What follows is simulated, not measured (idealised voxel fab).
voxel capacitor over wiring: a process module
Cross-sectional view cut (width: 290 nm; square cell size: 5 nm).
Just so we're on the same page, the cross-sections are grids of square cells, and they're listed out in bands top to bottom, each band one or more rows deep. Per band: top height and bottom height in nm, followed by the left-to-right materials and their widths in nm; "everywhere" marks a single material spanning edge to edge, "air" marks empty space. Height datum 0, below which the as-received substrate wafer is one material. Lowest band open at the bottom, running downward: "0 down". A two-number width, for instance "30..40", indicates that the width is equal to the first number in the top row of the band and to the second number in the bottom row, and that it changes by a constant amount per row of cells. The cross-section has no changed cell in any step marked "no change occurred". What "Trapped void list" gives you is every empty space of 8 cells or more that is cut off from the top. Each appears as width x height at distance, with the distance taken from the left edge and width, height and distance all in nm. It should be noted that, on the line of a given step, the content following the step's settings is a remark produced by the simulator itself with respect to that step. The line of a step may include "overlay nm". On a step with a mask, this value is how far to the right of its planned place the mask lay. A negative value means the mask lay to the left.
## plan
1) RECEIVE: material Si
2) CONFORMAL_DEP: material SiO2, thk nm 10
3) CONFORMAL_DEP: material SiN, thk nm 5
4) DIRECTIONAL_DEP: material SiO2, thk nm 25
5) PATTERN: tone open, mask id METAL_1, material resist, width nm 20, pitch nm 75, thk nm 15, overlay nm 0
6) DIRECTIONAL_ETCH: etch materials SiO2, depth nm 25
7) DIRECTIONAL_ETCH: etch materials SiN, depth nm 5
8) STRIP: etch materials resist
9) CONFORMAL_DEP: material TiN, thk nm 5
10) FILL_DEP: material Cu, thk nm 5
11) CMP: height nm 40
12) CONFORMAL_DEP: material SiCN, thk nm 5
13) DIRECTIONAL_DEP: material SiO2, thk nm 15
14) DIRECTIONAL_DEP: material aC, thk nm 15
15) PATTERN: tone open, mask id PLUG_1, material resist, width nm 15, thk nm 35, overlay nm 0
16) DIRECTIONAL_ETCH: etch materials aC, depth nm 15
17) STRIP: etch materials resist
18) DIRECTIONAL_ETCH: etch materials SiO2, depth nm 15
19) DIRECTIONAL_ETCH: etch materials SiCN, depth nm 5
20) STRIP: etch materials aC
21) EPI: material Ru, thk nm 10
22) EPI: material Ru, thk nm 10
23) DIRECTIONAL_DEP: material TiN, thk nm 5
24) DIRECTIONAL_DEP: material Al2O3, thk nm 5
25) DIRECTIONAL_DEP: material TiN, thk nm 5
26) MASKED_ETCH: tone cover, mask id UPPER_PLATE, width nm 60, etch materials TiN, depth nm 5, overlay nm 0
27) MASKED_ETCH: tone cover, mask id UPPER_PLATE, width nm 60, etch materials Al2O3, depth nm 5, overlay nm 0
28) MASKED_ETCH: tone cover, mask id LOWER_PLATE, width nm 70, etch materials TiN, depth nm 5, overlay nm 0
29) FILL_DEP: material SiO2, thk nm 15
30) CMP: height nm 85
31) PATTERN: tone open, mask id PLUG_2, material resist, width nm 15, thk nm 20, overlay nm 0
32) DIRECTIONAL_ETCH: etch materials SiO2, depth nm 10
33) STRIP: etch materials resist
34) CONFORMAL_DEP: material TiN, thk nm 5
35) FILL_DEP: material Ru, thk nm 5
36) CMP: height nm 85
37) CONFORMAL_DEP: material SiCN, thk nm 5
## Received-state cross-section, reflecting completion of step 1
	0 down: Si everywhere
	Trapped void list: none
## Post-module cross-section of the first of two wafers (run per plan)
	90 to 85: SiCN everywhere
	85 to 80: SiO2: 110; TiN: 5; Ru: 5; TiN: 5; SiO2: 165
	80 to 70: SiO2: 110..100; TiN: 15..60; SiO2: 165..130
	70 to 65: SiO2: 100; Al2O3: 60; SiO2: 130
	65 to 60: SiO2: 95; TiN: 70; SiO2: 125
	60 to 45: SiO2: 100; Ru: 15; SiO2: 175
	45 to 40: SiCN: 100; Ru: 15; SiCN: 175
	40 to 15: SiO2: 95; TiN: 5; Cu: 10; TiN: 5; SiO2: 55; TiN: 5; Cu: 10; TiN: 5; SiO2: 100
	15 to 10: SiN: 95; TiN: 20; SiN: 55; TiN: 20; SiN: 100
	10 to 0: SiO2 everywhere
	0 down: Si everywhere
	Trapped void list: none
## This is the second of the two wafers, cross-sectioned at the end of the module; it started exactly like the first and was given the same plan, but it was run with one mistake
	90 to 85: SiCN everywhere
	85 to 80: SiO2: 110; TiN: 5; Ru: 5; TiN: 5; SiO2: 165
	80 to 75: SiO2: 110; TiN: 15; SiO2: 165
	75 to 70: SiO2: 95; TiN: 5; SiO2: 60; TiN: 5; SiO2: 125
	70 to 65: Al2O3 everywhere
	65 to 60: TiN everywhere
	60 to 45: SiO2: 100; Ru: 15; SiO2: 175
	45 to 40: SiCN: 100; Ru: 15; SiCN: 175
	40 to 15: SiO2: 95; TiN: 5; Cu: 10; TiN: 5; SiO2: 55; TiN: 5; Cu: 10; TiN: 5; SiO2: 100
	15 to 10: SiN: 95; TiN: 20; SiN: 55; TiN: 20; SiN: 100
	10 to 0: SiO2 everywhere
	0 down: Si everywhere
	Trapped void list: none
What was done differently from what was planned? so step 26 ended up running with a different setting than we planned, it ran as MASKED_ETCH: tone open, mask id UPPER_PLATE, width nm 60, etch materials TiN, depth nm 5, overlay nm 0
The second wafer ends with more or fewer cells of some materials than the first, per final count: 46 more of Al2O3 | 80 fewer of SiO2 | 34 more of TiN
